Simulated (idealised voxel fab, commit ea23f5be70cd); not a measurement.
Process module under the name voxel released beams
Displayed cross-section: cut, width of 140 nm, square cells sized 5 nm.
A cross-section is a grid of square cells, given in bands from the top down. A band is one or more rows of cells. Quick guide to a band line: top height, bottom height (nm) up front; then every material left to right with its width in nm. Only one material and it's marked "everywhere"? Then it fills the band edge to edge. And "blank" just means empty space. Below 0: as-received wafer, all one material; heights counted from there. Lowest band: no bottom, goes on down, written "from 0 down". Width: "30->40" (first number = top row, second number = bottom row, same change from row to row of cells). "remained the same", as given for a step, is the statement that not any cell of the cross-section underwent a change during that step. Empty spaces without an open route to the top, at least 8 cells in extent, make up the entry "Enclosed cavities"; each is given as width x height at distance, where the distance is measured from the left edge, and all are in nm. after a step's settings: what the simulator itself notes on the step. You can add "overlay nm" to a step's line. For a step with a mask, it describes how far the mask lay to the right of its planned position, and a negative number describes a lay to the left.

**The following list gives the planned process steps**
1: RECEIVE,material Si
2: CONFORMAL_DEP,material SiN,thk nm 10
3: DIRECTIONAL_DEP,material SiO2,thk nm 10
4: MASKED_ETCH,tone open,mask id ANCHOR,width nm 35,etch materials SiO2,depth nm 10,overlay nm 0
5: CONFORMAL_DEP,material polySi,thk nm 15
6: DIRECTIONAL_DEP,material aC,thk nm 15
7: PATTERN,tone cover,mask id BEAM,material resist,width nm 70,thk nm 35,overlay nm 0
8: DIRECTIONAL_ETCH,etch materials aC,depth nm 15
9: STRIP,etch materials resist
10: DIRECTIONAL_ETCH,etch materials polySi,depth nm 15
11: STRIP,etch materials aC
12: STRIP,etch materials SiO2
The width nm used in step 7 is not the same on every wafer, whereas the starting condition is; the value printed in the plan is the first wafer's.

**Step 1 complete: as-received cross-section of the first of several wafers**
> from 0 down: Si everywhere
> Enclosed cavities: none

**First wafer of several, cross-section, module end, after step 12 (last)**
> from 35 to 25: 30 nm blank, 15 nm polySi, 5 nm blank, 50 nm polySi, 40 nm blank
> from 25 to 20: 30 nm blank, 70 nm polySi, 40 nm blank
> from 20 to 10: 30 nm blank, 35 nm polySi, 75 nm blank
> from 10 to 0: SiN everywhere
> from 0 down: Si everywhere
> Enclosed cavities: none

**X-section, last wafer, module end**
> from 35 to 25: 20 nm blank, 25 nm polySi, 5 nm blank, 65 nm polySi, 25 nm blank
> from 25 to 20: 20 nm blank, 95 nm polySi, 25 nm blank
> from 20 to 10: 30 nm blank, 35 nm polySi, 75 nm blank
> from 10 to 0: SiN everywhere
> from 0 down: Si everywhere
> Enclosed cavities: none

**Here is how to read the rows: every wafer has a row, and it shows the wafer at the end of the module, giving for each material how many cells were gained (+) or lost (-) since the wafer was received, then listing its closed voids**
width nm 70; +56 SiN; +54 polySi; Enclosed cavities: none
width nm 75; +56 SiN; +57 polySi; Enclosed cavities: none
width nm 80; +56 SiN; +60 polySi; Enclosed cavities: none
width nm 85; +56 SiN; +63 polySi; Enclosed cavities: none
width nm 90; +56 SiN; +66 polySi; Enclosed cavities: none
width nm 95; +56 SiN; +69 polySi; Enclosed cavities: none
